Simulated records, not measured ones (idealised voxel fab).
voxel wiring stack: a process module
FYI the section here is cut, 190 nm wide, cells are 5 nm squares.
Bands, listed from the top down, are how a cross-section gets written in this document; the cross-section itself is a grid of square cells, and a band is one or more rows of them.
Band: top height; bottom height; in nm. Then, left to right: material with width in nm, for each material. "edge to edge": a single material spanning edge to edge. "empty": empty space.
The reference from which all heights are counted is 0, the level beneath which the as-received wafer is entirely one material; the lowest band, having no lower bound, proceeds downward and is written after the example "0 down".
The notation "30..40" denotes a width that varies across the rows of cells in the band, beginning at the first number in the top row, finishing at the second number in the bottom row, and changing by an identical amount from each row to the next.
No cell of the cross-section changed in a step that is given as "no modifications".
Under "Sealed cavities" you'll find the enclosed gaps, the ones with no way out to the top, that are 8 cells or bigger; each reads width x height at distance, with distance counted from the left edge, everything in nm.
Formally, on a step line, whatever follows the settings is a remark that the simulator itself makes on the step.
The optional step-line setting "overlay nm" applies to steps with a mask and quantifies how far to the right of its planned location the mask lay, a negative value indicating leftward placement.

## Planned process steps
1) RECEIVE: material Si
2) CONFORMAL_DEP: material SiO2, thk nm 10
3) CONFORMAL_DEP: material SiN, thk nm 5
4) DIRECTIONAL_DEP: material lowk, thk nm 15
5) DIRECTIONAL_DEP: material aC, thk nm 10
6) PATTERN: tone open, mask id METAL_1, material resist, width nm 25, pitch nm 50, thk nm 30, overlay nm 0
7) DIRECTIONAL_ETCH: etch materials aC, depth nm 10
8) STRIP: etch materials resist
9) DIRECTIONAL_ETCH: etch materials lowk, depth nm 15
10) DIRECTIONAL_ETCH: etch materials SiN, depth nm 5
11) STRIP: etch materials aC
12) CONFORMAL_DEP: material TiN, thk nm 5
13) FILL_DEP: material Cu, thk nm 5
14) CMP: height nm 30
15) EPI: material Ru, thk nm 5
16) FILL_DEP: material SiCN, thk nm 5
17) DIRECTIONAL_DEP: material SiO2, thk nm 25
18) DIRECTIONAL_DEP: material aC, thk nm 15
19) PATTERN: tone open, mask id METAL_2, material resist, width nm 25, pitch nm 50, thk nm 30, overlay nm -15
20) DIRECTIONAL_ETCH: etch materials aC, depth nm 15
21) STRIP: etch materials resist
22) DIRECTIONAL_ETCH: etch materials SiO2, depth nm 15
23) STRIP: etch materials aC
24) MASKED_ETCH: tone open, mask id METAL_2_HOLES, width nm 15, etch materials SiO2, depth nm 10, overlay nm 0
25) MASKED_ETCH: tone open, mask id METAL_2_HOLES, width nm 15, etch materials SiCN, depth nm 5, overlay nm 0
26) CONFORMAL_DEP: material TiN, thk nm 5
27) FILL_DEP: material Cu, thk nm 5
28) CMP: height nm 65
29) CONFORMAL_DEP: material SiCN, thk nm 5
Be aware that, although all wafers share a common starting state, the overlay nm at step 19 differs among them, and the plan displays the first wafer's value.

## Received condition of the first of several wafers, sectioned: post-step 1
0 down | Si edge to edge
Sealed cavities: none

## Here is how to read the rows: every wafer has a row, and it shows the wafer at the end of the module, giving for each material how many cells were gained (+) or lost (-) since the wafer was received, then listing its closed voids
overlay nm -15 | +31 Cu | +14 Ru | +98 SiCN | +28 SiN | +230 SiO2 | +47 TiN | +84 lowk | Sealed cavities: none
overlay nm -10 | +33 Cu | +14 Ru | +97 SiCN | +28 SiN | +230 SiO2 | +46 TiN | +84 lowk | Sealed cavities: none
overlay nm -5 | +33 Cu | +14 Ru | +97 SiCN | +28 SiN | +230 SiO2 | +46 TiN | +84 lowk | Sealed cavities: none
overlay nm 0 | +33 Cu | +14 Ru | +97 SiCN | +28 SiN | +230 SiO2 | +46 TiN | +84 lowk | Sealed cavities: none
overlay nm 5 | +31 Cu | +14 Ru | +98 SiCN | +28 SiN | +230 SiO2 | +47 TiN | +84 lowk | Sealed cavities: none
overlay nm 10 | +32 Cu | +14 Ru | +99 SiCN | +28 SiN | +230 SiO2 | +45 TiN | +84 lowk | Sealed cavities: none
overlay nm 15 | +33 Cu | +14 Ru | +100 SiCN | +28 SiN | +230 SiO2 | +43 TiN | +84 lowk | Sealed cavities: none
